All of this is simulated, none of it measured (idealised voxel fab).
Process module, titled voxel self aligned vias
Each square cell in cross-section cut measures 5 nm, and the section as a whole is 235 nm wide.
Cross-section = grid of square cells, listed top down in bands; band = one or more rows.
Each band's line starts with the height of the band's top and of its bottom, in nm. Then come its materials from left to right, each with its width in nm. One material with "full width" fills the band from edge to edge. "air" is empty space.
Heads up on the height convention: 0 is the point under which the incoming wafer is all one material, and the lowest band has no bottom, it just keeps going down, like "from 0 down".
The notation "30..40" denotes a width that varies across the rows of cells in the band, beginning at the first number in the top row, finishing at the second number in the bottom row, and changing by an identical amount from each row to the next.
"identical to before" for a step: no cell of the cross-section changed in that step.
For the entry "Cavities, sealed", the listed items are empty spaces with no open way to the top whose size is 8 cells or more; each item follows the pattern width x height at distance, where distance is from the left edge and all three are in nm.
after a step's settings: what the simulator itself notes on the step
overlay nm: mask right of planned place by this much (step with mask). Neg. = left.
**Here's what the planned process steps look like**
step 1: RECEIVE with material Si
step 2: CONFORMAL_DEP with material SiO2, thk nm 15
step 3: CONFORMAL_DEP with material SiCN, thk nm 5
step 4: DIRECTIONAL_DEP with material SiO2, thk nm 30
step 5: MASKED_ETCH with tone open, mask id LINES, width nm 25, pitch nm 60, etch materials SiO2, depth nm 30, overlay nm 0
step 6: CONFORMAL_DEP with material TiN, thk nm 5
step 7: FILL_DEP with material W, thk nm 10
step 8: CMP with height nm 50
step 9: SELECTIVE_ETCH with etch materials W Ru TiN, depth nm 5
step 10: FILL_DEP with material SiN, thk nm 5
step 11: CMP with height nm 50
step 12: DIRECTIONAL_DEP with material SiO2, thk nm 15
step 13: MASKED_ETCH with tone open, mask id VIAS, width nm 35, pitch nm 60, etch materials SiO2, depth nm 15, overlay nm 0
step 14: MASKED_ETCH with tone open, mask id VIAS, width nm 35, pitch nm 60, etch materials SiN, depth nm 5, overlay nm 0
step 15: CONFORMAL_DEP with material TiN, thk nm 5
step 16: FILL_DEP with material Cu, thk nm 5
step 17: CMP with height nm 65
step 18: CONFORMAL_DEP with material SiCN, thk nm 5
**Concerning the first of two wafers, which was run in accordance with the plan**
**Received-state cross-section, reflecting completion of step 1**
- from 0 down = Si full width
- Cavities, sealed: none
**State of the wafer after step 2, shown in cross-section**
- from 15 to 0 = SiO2 full width
- Rest of section, below 0: as before.
**State of the wafer after step 3, shown in cross-section**
- from 20 to 15 = SiCN full width
- Rest of section, below 15: as before.
**State of the wafer after step 4, shown in cross-section**
- from 50 to 20 = SiO2 full width
- Rest of section, below 20: as before.
**State of the wafer after step 5, shown in cross-section**
- from 50 to 20 = SiO2=75, air=25, SiO2=35, air=25, SiO2=75
- Rest of section, below 20: as before.
**State of the wafer after step 6, shown in cross-section**
- from 55 to 50 = TiN=80, air=15, TiN=45, air=15, TiN=80
- from 50 to 25 = SiO2=75, TiN=5, air=15, TiN=5, SiO2=35, TiN=5, air=15, TiN=5, SiO2=75
- from 25 to 20 = SiO2=75, TiN=25, SiO2=35, TiN=25, SiO2=75
- Rest of section, below 20: as before.
**State of the wafer after step 7, shown in cross-section**
- from 65 to 55 = W full width
- from 55 to 50 = TiN=80, W=15, TiN=45, W=15, TiN=80
- from 50 to 25 = SiO2=75, TiN=5, W=15, TiN=5, SiO2=35, TiN=5, W=15, TiN=5, SiO2=75
- Rest of section, below 25: as before.
**State of the wafer after step 8, shown in cross-section**
- from 50 to 25 = SiO2=75, TiN=5, W=15, TiN=5, SiO2=35, TiN=5, W=15, TiN=5, SiO2=75
- Rest of section, below 25: as before.
**State of the wafer after step 9, shown in cross-section**
- from 50 to 45 = SiO2=75, air=25, SiO2=35, air=25, SiO2=75
- Rest of section, below 45: as before.
**State of the wafer after step 10, shown in cross-section**
- from 55 to 50 = SiN full width
- from 50 to 45 = SiO2=75, SiN=25, SiO2=35, SiN=25, SiO2=75
- Rest of section, below 45: as before.
**State of the wafer after step 11, shown in cross-section**
- from 50 to 45 = SiO2=75, SiN=25, SiO2=35, SiN=25, SiO2=75
- Rest of section, below 45: as before.
**State of the wafer after step 12, shown in cross-section**
- from 65 to 50 = SiO2 full width
- Rest of section, below 50: as before.
**State of the wafer after step 13, shown in cross-section**
- from 65 to 50 = SiO2=70, air=35, SiO2=25, air=35, SiO2=70
- Rest of section, below 50: as before.
**State of the wafer after step 14, shown in cross-section**
- from 65 to 50 = SiO2=70, air=35, SiO2=25, air=35, SiO2=70
- from 50 to 45 = SiO2=75, air=25, SiO2=35, air=25, SiO2=75
- Rest of section, below 45: as before.
**State of the wafer after step 15, shown in cross-section**
- from 70 to 65 = TiN=75, air=25, TiN=35, air=25, TiN=75
- from 65 to 55 = SiO2=70, TiN=5, air=25, TiN=5, SiO2=25, TiN=5, air=25, TiN=5, SiO2=70
- from 55 to 50 = SiO2=70, TiN=10, air=15, TiN=10, SiO2=25, TiN=10, air=15, TiN=10, SiO2=70
- from 50 to 45 = SiO2=75, TiN=25, SiO2=35, TiN=25, SiO2=75
- Rest of section, below 45: as before.
**State of the wafer after step 16, shown in cross-section**
- from 75 to 70 = Cu full width
- from 70 to 65 = TiN=75, Cu=25, TiN=35, Cu=25, TiN=75
- from 65 to 55 = SiO2=70, TiN=5, Cu=25, TiN=5, SiO2=25, TiN=5, Cu=25, TiN=5, SiO2=70
- from 55 to 50 = SiO2=70, TiN=10, Cu=15, TiN=10, SiO2=25, TiN=10, Cu=15, TiN=10, SiO2=70
- Rest of section, below 50: as before.
**State of the wafer after step 17, shown in cross-section**
- from 65 to 55 = SiO2=70, TiN=5, Cu=25, TiN=5, SiO2=25, TiN=5, Cu=25, TiN=5, SiO2=70
- Rest of section, below 55: as before.
**State of the wafer after step 18, shown in cross-section**
- from 70 to 65 = SiCN full width
- Rest of section, below 65: as before.
**Second wafer, same starting state and plan as the first, one mistake in the run, identical through step 1**
**Cross-section: second wafer, time at which step 2 was scheduled to end**
- from 5 to 0 = SiCN full width
- Rest of section, below 0: as before.
**Cross-section: second wafer, time at which step 3 was scheduled to end**
- from 20 to 5 = SiO2 full width
- Rest of section, below 5: as before.
**Cross-section: second wafer, time at which step 4 was scheduled to end**
- from 50 to 5 = SiO2 full width
- Rest of section, below 5: as before.
**Cross-section: second wafer, time at which step 5 was scheduled to end**
- from 50 to 20 = SiO2=75, air=25, SiO2=35, air=25, SiO2=75
- Rest of section, below 20: as before.
**Cross-section: second wafer, time at which step 6 was scheduled to end**
- from 55 to 50 = TiN=80, air=15, TiN=45, air=15, TiN=80
- from 50 to 25 = SiO2=75, TiN=5, air=15, TiN=5, SiO2=35, TiN=5, air=15, TiN=5, SiO2=75
- from 25 to 20 = SiO2=75, TiN=25, SiO2=35, TiN=25, SiO2=75
- Rest of section, below 20: as before.
**Cross-section: second wafer, time at which step 7 was scheduled to end**
- from 65 to 55 = W full width
- from 55 to 50 = TiN=80, W=15, TiN=45, W=15, TiN=80
- from 50 to 25 = SiO2=75, TiN=5, W=15, TiN=5, SiO2=35, TiN=5, W=15, TiN=5, SiO2=75
- Rest of section, below 25: as before.
**Cross-section: second wafer, time at which step 8 was scheduled to end**
- from 50 to 25 = SiO2=75, TiN=5, W=15, TiN=5, SiO2=35, TiN=5, W=15, TiN=5, SiO2=75
- Rest of section, below 25: as before.
**Cross-section: second wafer, time at which step 9 was scheduled to end**
- from 50 to 45 = SiO2=75, air=25, SiO2=35, air=25, SiO2=75
- Rest of section, below 45: as before.
**Cross-section: second wafer, time at which step 10 was scheduled to end**
- from 55 to 50 = SiN full width
- from 50 to 45 = SiO2=75, SiN=25, SiO2=35, SiN=25, SiO2=75
- Rest of section, below 45: as before.
**Cross-section: second wafer, time at which step 11 was scheduled to end**
- from 50 to 45 = SiO2=75, SiN=25, SiO2=35, SiN=25, SiO2=75
- Rest of section, below 45: as before.
**Cross-section: second wafer, time at which step 12 was scheduled to end**
- from 65 to 50 = SiO2 full width
- Rest of section, below 50: as before.
**Cross-section: second wafer, time at which step 13 was scheduled to end**
- from 65 to 50 = SiO2=70, air=35, SiO2=25, air=35, SiO2=70
- Rest of section, below 50: as before.
**Cross-section: second wafer, time at which step 14 was scheduled to end**
- from 65 to 50 = SiO2=70, air=35, SiO2=25, air=35, SiO2=70
- from 50 to 45 = SiO2=75, air=25, SiO2=35, air=25, SiO2=75
- Rest of section, below 45: as before.
**Cross-section: second wafer, time at which step 15 was scheduled to end**
- from 70 to 65 = TiN=75, air=25, TiN=35, air=25, TiN=75
- from 65 to 55 = SiO2=70, TiN=5, air=25, TiN=5, SiO2=25, TiN=5, air=25, TiN=5, SiO2=70
- from 55 to 50 = SiO2=70, TiN=10, air=15, TiN=10, SiO2=25, TiN=10, air=15, TiN=10, SiO2=70
- from 50 to 45 = SiO2=75, TiN=25, SiO2=35, TiN=25, SiO2=75
- Rest of section, below 45: as before.
**Cross-section: second wafer, time at which step 16 was scheduled to end**
- from 75 to 70 = Cu full width
- from 70 to 65 = TiN=75, Cu=25, TiN=35, Cu=25, TiN=75
- from 65 to 55 = SiO2=70, TiN=5, Cu=25, TiN=5, SiO2=25, TiN=5, Cu=25, TiN=5, SiO2=70
- from 55 to 50 = SiO2=70, TiN=10, Cu=15, TiN=10, SiO2=25, TiN=10, Cu=15, TiN=10, SiO2=70
- Rest of section, below 50: as before.
**Cross-section: second wafer, time at which step 17 was scheduled to end**
- from 65 to 55 = SiO2=70, TiN=5, Cu=25, TiN=5, SiO2=25, TiN=5, Cu=25, TiN=5, SiO2=70
- Rest of section, below 55: as before.
**Cross-section: second wafer, time at which step 18 was scheduled to end**
- from 70 to 65 = SiCN full width
- Rest of section, below 65: as before.
Want to know what went wrong? contrary to the plan, steps 2 and 3 were processed in exchanged order
Cell counts per material: same on both final wafers. Positions: different.
